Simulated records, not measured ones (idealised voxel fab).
process module | voxel self aligned contacts
cross-section cut | 260 nm wide | cells 5 nm
A cross-section is a grid of square cells, given in bands from the top down. A band is one or more rows of cells.
Each band's line starts with the height of the band's top and of its bottom, in nm. Then come its materials from left to right, each with its width in nm. One material with "throughout" fills the band from edge to edge. "air" is empty space.
Height 0 is the level under which the wafer as received is all one material. The lowest band goes on downwards, as in "0 down".
A width such as "30 to 40" changes by the same amount from each row of cells to the next, from the band's top row to its bottom row.
"no change" after a step means that no cell of the cross-section changed.
closed voids: empty space of 8 cells or more with no open way to the top, each as width x height at its distance from the left edge, in nm
after a step's settings: what the simulator itself notes on the step
overlay nm, on a step with a mask: how far to the right of its planned place the mask lay; to the left if negative
plan
1 op RECEIVE | material Si
2 op OXIDIZE | depth nm 5
3 op DIRECTIONAL_DEP | material polySi | thk nm 20
4 op DIRECTIONAL_DEP | material SiN | thk nm 20
5 op DIRECTIONAL_DEP | material aC | thk nm 15
6 op PATTERN | tone cover | mask id GATE | material resist | width nm 15 | pitch nm 50 | thk nm 30 | overlay nm 0
7 op DIRECTIONAL_ETCH | etch materials aC | depth nm 15
8 op STRIP | etch materials resist
9 op DIRECTIONAL_ETCH | etch materials SiN | depth nm 20
10 op DIRECTIONAL_ETCH | etch materials polySi | depth nm 20
11 op STRIP | etch materials aC
12 op CONFORMAL_DEP | material SiN | thk nm 5
13 op DIRECTIONAL_ETCH | etch materials SiN | depth nm 5
14 op FILL_DEP | material SiO2 | thk nm 15
15 op CMP | height nm 45
16 op DIRECTIONAL_DEP | material aC | thk nm 15
17 op PATTERN | tone open | mask id CONTACT | material resist | width nm 35 | thk nm 30 | overlay nm 0
18 op DIRECTIONAL_ETCH | etch materials aC | depth nm 15
19 op STRIP | etch materials resist
20 op DIRECTIONAL_ETCH | etch materials SiO2 | depth nm 50
21 op STRIP | etch materials aC
22 op CONFORMAL_DEP | material TiN | thk nm 5
23 op FILL_DEP | material W | thk nm 5
24 op CMP | height nm 45
25 op CONFORMAL_DEP | material SiN | thk nm 5
varied across the wafers: width nm of step 6. The plan shows the first wafer's value. All wafers start alike
first wafer as received, after step 1
  0 down: Si throughout
  closed voids: none
each wafer at the end: cells of each material gained (+) or lost (-) since it was received, then its closed voids
width nm 15 | -52 Si | +108 SiN | +388 SiO2 | +25 TiN | +27 W | +24 polySi | closed voids: none
width nm 20 | -52 Si | +116 SiN | +381 SiO2 | +25 TiN | +18 W | +32 polySi | closed voids: none
width nm 25 | -52 Si | +124 SiN | +374 SiO2 | +25 TiN | +9 W | +40 polySi | closed voids: none
width nm 30 | -52 Si | +132 SiN | +367 SiO2 | +25 TiN | +48 polySi | closed voids: none
width nm 35 | -52 Si | +140 SiN | +360 SiO2 | +16 TiN | +56 polySi | closed voids: none
